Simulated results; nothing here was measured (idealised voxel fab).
This section sets out a process module, namely voxel trench capacitor.
Xsec cut, 285 nm wide, square cell size 5 nm.
Square cells in a grid make up a cross-section in this document, and the grid is given as bands, listed from the top down, each one or more rows of cells.
It is stipulated that each band's entry specify, in nanometres, the height of the top of the band and then that of its bottom, followed by the materials of the band in left-to-right sequence, each together with its width in nanometres. A single material marked by the word "full width" is understood to fill the band from edge to edge; the word "blank" is understood to denote empty space.
Counting heights begins at 0, where everything beneath is, in the wafer as received, one material. The lowest band has no bottom; it goes on downwards, as "top 0, no bottom" shows.
With a width like "30 to 40", each row of cells in the band differs from the next by the same amount, the top row carrying the first number and the bottom row the second.
Given "all unchanged" for a step, no cell of the cross-section differs between before and after that step.
Empty spaces counting at least 8 cells and having no open way to the top are listed in "Cavities, closed". The notation width x height at distance is used for each, the distance being from the left edge and all three values in nm.
Text after the settings on a step's line: the simulator's own remark on that step.
overlay nm: for a step with a mask, the amount by which the mask lay right of where it was planned; a negative amount means left of it.
PROCESS STEPS - PLAN
- 1: op RECEIVE | material Si
- 2: op CONFORMAL_DEP | material SiN | thk nm 10
- 3: op MASKED_ETCH | tone open | mask id TRENCH | width nm 15 | pitch nm 35 | etch materials SiN | depth nm 10 | overlay nm 0
- 4: op MASKED_ETCH | tone open | mask id TRENCH | width nm 15 | pitch nm 35 | etch materials Si | depth nm 25 | overlay nm 0
- 5: op CONFORMAL_DEP | material Al2O3 | thk nm 5
- 6: op FILL_DEP | material polySi | thk nm 10
- 7: op CMP | height nm 10
WHAT FOLLOWS COVERS THE FIRST OF TWO WAFERS; IT RAN AS PLANNED
DELIVERED WAFER IN CROSS-SECTION: STATE AFTER STEP 1
  top 0, no bottom: Si full width
  Cavities, closed: none
TAKE A LOOK AT THE WAFER'S CROSS-SECTION AFTER STEP 2
  top 10, bottom 0: SiN full width
  At heights below 0, the structure remains unaltered.
TAKE A LOOK AT THE WAFER'S CROSS-SECTION AFTER STEP 3
  top 10, bottom 0: 115 of SiN, 15 of blank, 20 of SiN, 15 of blank, 120 of SiN
  At heights below 0, the structure remains unaltered.
TAKE A LOOK AT THE WAFER'S CROSS-SECTION AFTER STEP 4
  top 10, bottom 0: 115 of SiN, 15 of blank, 20 of SiN, 15 of blank, 120 of SiN
  top 0, bottom -25: 115 of Si, 15 of blank, 20 of Si, 15 of blank, 120 of Si
  At heights below -25, the structure remains unaltered.
TAKE A LOOK AT THE WAFER'S CROSS-SECTION AFTER STEP 5
  top 15, bottom 10: 120 of Al2O3, 5 of blank, 30 of Al2O3, 5 of blank, 125 of Al2O3
  top 10, bottom 0: 115 of SiN, 5 of Al2O3, 5 of blank, 5 of Al2O3, 20 of SiN, 5 of Al2O3, 5 of blank, 5 of Al2O3, 120 of SiN
  top 0, bottom -20: 115 of Si, 5 of Al2O3, 5 of blank, 5 of Al2O3, 20 of Si, 5 of Al2O3, 5 of blank, 5 of Al2O3, 120 of Si
  top -20, bottom -25: 115 of Si, 15 of Al2O3, 20 of Si, 15 of Al2O3, 120 of Si
  At heights below -25, the structure remains unaltered.
TAKE A LOOK AT THE WAFER'S CROSS-SECTION AFTER STEP 6
  top 25, bottom 15: polySi full width
  top 15, bottom 10: 120 of Al2O3, 5 of polySi, 30 of Al2O3, 5 of polySi, 125 of Al2O3
  top 10, bottom 0: 115 of SiN, 5 of Al2O3, 5 of polySi, 5 of Al2O3, 20 of SiN, 5 of Al2O3, 5 of polySi, 5 of Al2O3, 120 of SiN
  top 0, bottom -20: 115 of Si, 5 of Al2O3, 5 of polySi, 5 of Al2O3, 20 of Si, 5 of Al2O3, 5 of polySi, 5 of Al2O3, 120 of Si
  At heights below -20, the structure remains unaltered.
TAKE A LOOK AT THE WAFER'S CROSS-SECTION AFTER STEP 7
  top 10, bottom 0: 115 of SiN, 5 of Al2O3, 5 of polySi, 5 of Al2O3, 20 of SiN, 5 of Al2O3, 5 of polySi, 5 of Al2O3, 120 of SiN
  At heights below 0, the structure remains unaltered.
THE REMAINING WAFER, SECOND OF THE TWO, STARTED LIKE THE FIRST AND WAS RUN TO THE SAME PLAN, EXCEPT THAT ONE MISTAKE WAS MADE ALONG THE WAY; THE TWO COINCIDE THROUGH STEP 3, INCLUSIVE
WHEN STEP 4 SHOULD HAVE ENDED
  top 10, bottom 0: 115 of SiN, 15 of blank, 20 of SiN, 15 of blank, 120 of SiN
  top 0, bottom -20: 115 of Si, 15 of blank, 20 of Si, 15 of blank, 120 of Si
  At heights below -20, the structure remains unaltered.
WHEN STEP 5 SHOULD HAVE ENDED
  top 15, bottom 10: 120 of Al2O3, 5 of blank, 30 of Al2O3, 5 of blank, 125 of Al2O3
  top 10, bottom 0: 115 of SiN, 5 of Al2O3, 5 of blank, 5 of Al2O3, 20 of SiN, 5 of Al2O3, 5 of blank, 5 of Al2O3, 120 of SiN
  top 0, bottom -15: 115 of Si, 5 of Al2O3, 5 of blank, 5 of Al2O3, 20 of Si, 5 of Al2O3, 5 of blank, 5 of Al2O3, 120 of Si
  top -15, bottom -20: 115 of Si, 15 of Al2O3, 20 of Si, 15 of Al2O3, 120 of Si
  At heights below -20, the structure remains unaltered.
WHEN STEP 6 SHOULD HAVE ENDED
  top 25, bottom 15: polySi full width
  top 15, bottom 10: 120 of Al2O3, 5 of polySi, 30 of Al2O3, 5 of polySi, 125 of Al2O3
  top 10, bottom 0: 115 of SiN, 5 of Al2O3, 5 of polySi, 5 of Al2O3, 20 of SiN, 5 of Al2O3, 5 of polySi, 5 of Al2O3, 120 of SiN
  top 0, bottom -15: 115 of Si, 5 of Al2O3, 5 of polySi, 5 of Al2O3, 20 of Si, 5 of Al2O3, 5 of polySi, 5 of Al2O3, 120 of Si
  At heights below -15, the structure remains unaltered.
WHEN STEP 7 SHOULD HAVE ENDED
  top 10, bottom 0: 115 of SiN, 5 of Al2O3, 5 of polySi, 5 of Al2O3, 20 of SiN, 5 of Al2O3, 5 of polySi, 5 of Al2O3, 120 of SiN
  At heights below 0, the structure remains unaltered.
Where did the run depart from the plan? step 4, actual vs plan mismatch, actual run op MASKED_ETCH | tone open | mask id TRENCH | width nm 15 | pitch nm 35 | etch materials Si | depth nm 20 | overlay nm 0
Final wafer comparison in cells, second versus first, more or fewer per material: Al2O3 -4, Si +6, polySi -2
